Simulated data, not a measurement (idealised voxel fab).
Herein follows the process module entitled voxel gate over fins.
180 nm wide, 5 nm square cells: that's cross-section cut.
Bands, listed from the top down, are how a cross-section gets written in this document; the cross-section itself is a grid of square cells, and a band is one or more rows of them.
A band entry consists of two parts. The first gives the height of the band's top and the height of its bottom, in nm. The rest lists the band's materials from left to right, each with its width in nm. A single material labelled with the word "everywhere" fills the band from edge to edge, and the word "blank" marks empty space.
We count height from 0. Below that, the starting wafer is all one material. The lowest band never ends at the bottom but goes on down; see "0 down" for how that is written.
Width spec "30->40" -> top row of cells at first value, bottom row at second value, equal per-row change in between.
No cell of the cross-section changed in a step that is given as "no modification".
"Cavities, sealed" enumerates empty spaces isolated from the top, with no open way to it, that contain at least 8 cells, giving each as width x height at distance from the left edge, all three in nm.
Past the settings on a step's line: simulator remark, on that step.
"overlay nm" denotes, for a step that has a mask, the displacement of the mask to the right of its planned place, with negative values corresponding to the left.

Planned process steps:
| 1 | RECEIVE (material Si) |
| 2 | CONFORMAL_DEP (material SiN; thk nm 5) |
| 3 | MASKED_ETCH (tone cover; mask id FINS; width nm 15; pitch nm 55; etch materials SiN; depth nm 5; overlay nm 0) |
| 4 | MASKED_ETCH (tone cover; mask id FINS; width nm 15; pitch nm 55; etch materials Si; depth nm 35; overlay nm 0) |
| 5 | FILL_DEP (material SiO2; thk nm 15) |
| 6 | CMP (height nm 5) |
| 7 | MASKED_ETCH (tone open; mask id RAIL; width nm 15; etch materials SiO2; depth nm 35; overlay nm 0) |
| 8 | CONFORMAL_DEP (material TiN; thk nm 5) |
| 9 | FILL_DEP (material Ru; thk nm 5) |
| 10 | CMP (height nm 5) |
| 11 | SELECTIVE_ETCH (etch materials W Ru TiN; depth nm 20) |
| 12 | FILL_DEP (material SiO2; thk nm 5) |
| 13 | CMP (height nm 5) |
| 14 | SELECTIVE_ETCH (etch materials SiO2; depth nm 15) |
| 15 | STRIP (etch materials SiN) |
| 16 | CONFORMAL_DEP (material HfO2; thk nm 5) |
| 17 | CONFORMAL_DEP (material TiN; thk nm 5) |
| 18 | FILL_DEP (material W; thk nm 10) |
| 19 | CMP (height nm 15) |
| 20 | CONFORMAL_DEP (material SiCN; thk nm 10) |

Shown in cross-section is the wafer as received, that is, as it stands after step 1:
	0 down | Si everywhere
	Cavities, sealed: none

This is how the wafer looks in cross-section once the module is done, given the starting state and plan above and one mistake in carrying the plan out:
	25 to 15 | SiCN everywhere
	15 to 10 | W everywhere
	10 to 5 | W (15); TiN (35); W (20); TiN (35); W (20); TiN (35); W (20)
	5 to 0 | W (15); TiN (5); HfO2 (25); TiN (5); W (20); TiN (5); HfO2 (25); TiN (5); W (20); TiN (5); HfO2 (25); TiN (5); W (20)
	0 to -5 | W (15); TiN (5); HfO2 (5); Si (15); HfO2 (5); TiN (5); W (20); TiN (5); HfO2 (5); Si (15); HfO2 (5); TiN (5); W (20); TiN (5); HfO2 (5); Si (15); HfO2 (5); TiN (5); W (20)
	-5 to -15 | W (15); TiN (5); HfO2 (5); Si (15); HfO2 (5->30); TiN (30->5); HfO2 (5); Si (15); HfO2 (5); TiN (5); W (20); TiN (5); HfO2 (5); Si (15); HfO2 (5); TiN (5); W (20)
	-15 to -20 | TiN (20); HfO2 (5); Si (15); HfO2 (10); TiN (5); Ru (5); TiN (5); HfO2 (5); TiN (5); HfO2 (5); Si (15); HfO2 (5); TiN (30); HfO2 (5); Si (15); HfO2 (5); TiN (25)
	-20 to -25 | HfO2 (25); Si (15); HfO2 (10); TiN (5); Ru (5); TiN (5); HfO2 (15); Si (15); HfO2 (40); Si (15); HfO2 (30)
	-25 to -30 | SiO2 (25); Si (15); SiO2 (10); TiN (15); SiO2 (15); Si (15); SiO2 (40); Si (15); SiO2 (30)
	-30 to -35 | SiO2 (25); Si (15); SiO2 (40); Si (15); SiO2 (40); Si (15); SiO2 (30)
	-35 down | Si everywhere
	Cavities, sealed: none
Deviation noted in wafer processing: regarding the plan, step 14 was run twice
